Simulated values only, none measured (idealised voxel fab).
A process module follows: voxel released beams.
Shown is cross-section cut, with a width of 260 nm and square cells of size 5 nm.
Cross-section = grid of square cells, listed top down in bands; band = one or more rows. The band entry comprises the height of the band's top followed by the height of its bottom, expressed in nm, and subsequently the band's materials from left to right, each stated together with its width in nm. Where a single material is marked with the word "full width", that material fills the band from edge to edge. The word "air" represents empty space. The level at which height equals 0 is the one under which the wafer, as it arrives, is entirely one material. No lower edge exists for the bottom band, which continues downward and is notated as in "top 0, no bottom". The two numbers in a width such as "30 to 40" mark its ends across the band: the first belongs to the top row of cells, the second to the bottom row, and from each row to the next the width moves by the same amount. Where the words "nothing got changed" appear for a step, the cross-section shows no cell changed by that step; every cell remained as before. So "Encapsulated voids" is basically the list of trapped voids: any empty space of 8 cells or more that can't reach the top through an opening. They're written width x height at distance, the distance being from the left edge, and it's all nm. Whatever follows a step's settings on its line is a remark the simulator itself makes about that step. overlay nm: how far to the right of its planned place the mask lay on this masked step (negative: to the left).

-- The planned process steps are enumerated hereunder
1 RECEIVE with material Si
2 CONFORMAL_DEP with material Al2O3, thk nm 5
3 DIRECTIONAL_DEP with material SiO2, thk nm 10
4 MASKED_ETCH with tone open, mask id ANCHOR, width nm 45, etch materials SiO2, depth nm 10, overlay nm 0
5 CONFORMAL_DEP with material polySi, thk nm 15
6 PATTERN with tone cover, mask id BEAM, material resist, width nm 130, thk nm 20, overlay nm 0
7 DIRECTIONAL_ETCH with etch materials polySi, depth nm 15
8 STRIP with etch materials resist
9 STRIP with etch materials SiO2

-- Wafer, first of two, run as planned

-- Incoming wafer, cross-sectional view, post step 1
* top 0, no bottom: Si full width
* Encapsulated voids: none

-- State of the wafer after step 2, shown in cross-section
* top 5, bottom 0: Al2O3 full width
* Anything lower than 0 is untouched.

-- State of the wafer after step 3, shown in cross-section
* top 15, bottom 5: SiO2 full width
* Anything lower than 5 is untouched.

-- State of the wafer after step 4, shown in cross-section
* top 15, bottom 5: SiO2: 65, then air: 45, then SiO2: 150
* Anything lower than 5 is untouched.

-- State of the wafer after step 5, shown in cross-section
* top 30, bottom 20: polySi: 80, then air: 15, then polySi: 165
* top 20, bottom 15: polySi full width
* top 15, bottom 5: SiO2: 65, then polySi: 45, then SiO2: 150
* Anything lower than 5 is untouched.

-- State of the wafer after step 6, shown in cross-section
* top 50, bottom 30: air: 60, then resist: 130, then air: 70
* top 30, bottom 20: polySi: 80, then resist: 15, then polySi: 165
* Anything lower than 20 is untouched.

-- State of the wafer after step 7, shown in cross-section
* top 50, bottom 30: air: 60, then resist: 130, then air: 70
* top 30, bottom 20: air: 60, then polySi: 20, then resist: 15, then polySi: 95, then air: 70
* top 20, bottom 15: air: 60, then polySi: 130, then air: 70
* Anything lower than 15 is untouched.

-- State of the wafer after step 8, shown in cross-section
* top 30, bottom 20: air: 60, then polySi: 20, then air: 15, then polySi: 95, then air: 70
* Anything lower than 20 is untouched.

-- State of the wafer after step 9, shown in cross-section
* top 30, bottom 20: air: 60, then polySi: 20, then air: 15, then polySi: 95, then air: 70
* top 20, bottom 15: air: 60, then polySi: 130, then air: 70
* top 15, bottom 5: air: 65, then polySi: 45, then air: 150
* Anything lower than 5 is untouched.

-- Wafer two. Identical start, identical plan. One mistake in execution. Identical history through step 3

-- Second wafer, sectioned view, at step 4's planned end time
* top 15, bottom 5: SiO2: 75, then air: 45, then SiO2: 140
* Anything lower than 5 is untouched.

-- Second wafer, sectioned view, at step 5's planned end time
* top 30, bottom 20: polySi: 90, then air: 15, then polySi: 155
* top 20, bottom 15: polySi full width
* top 15, bottom 5: SiO2: 75, then polySi: 45, then SiO2: 140
* Anything lower than 5 is untouched.

-- Second wafer, sectioned view, at step 6's planned end time
* top 50, bottom 30: air: 60, then resist: 130, then air: 70
* top 30, bottom 20: polySi: 90, then resist: 15, then polySi: 155
* Anything lower than 20 is untouched.

-- Second wafer, sectioned view, at step 7's planned end time
* top 50, bottom 30: air: 60, then resist: 130, then air: 70
* top 30, bottom 20: air: 60, then polySi: 30, then resist: 15, then polySi: 85, then air: 70
* top 20, bottom 15: air: 60, then polySi: 130, then air: 70
* Anything lower than 15 is untouched.

-- Second wafer, sectioned view, at step 8's planned end time
* top 30, bottom 20: air: 60, then polySi: 30, then air: 15, then polySi: 85, then air: 70
* Anything lower than 20 is untouched.

-- Second wafer, sectioned view, at step 9's planned end time
* top 30, bottom 20: air: 60, then polySi: 30, then air: 15, then polySi: 85, then air: 70
* top 20, bottom 15: air: 60, then polySi: 130, then air: 70
* top 15, bottom 5: air: 75, then polySi: 45, then air: 140
* Anything lower than 5 is untouched.
What broke from the plan during processing? the process deviated at step 4: the operation and settings actually run there were MASKED_ETCH with tone open, mask id ANCHOR, width nm 45, etch materials SiO2, depth nm 10, overlay nm 10
In the final comparison it is observed that the number of cells assigned to each material is identical for the two wafers, whereas their placement is not.
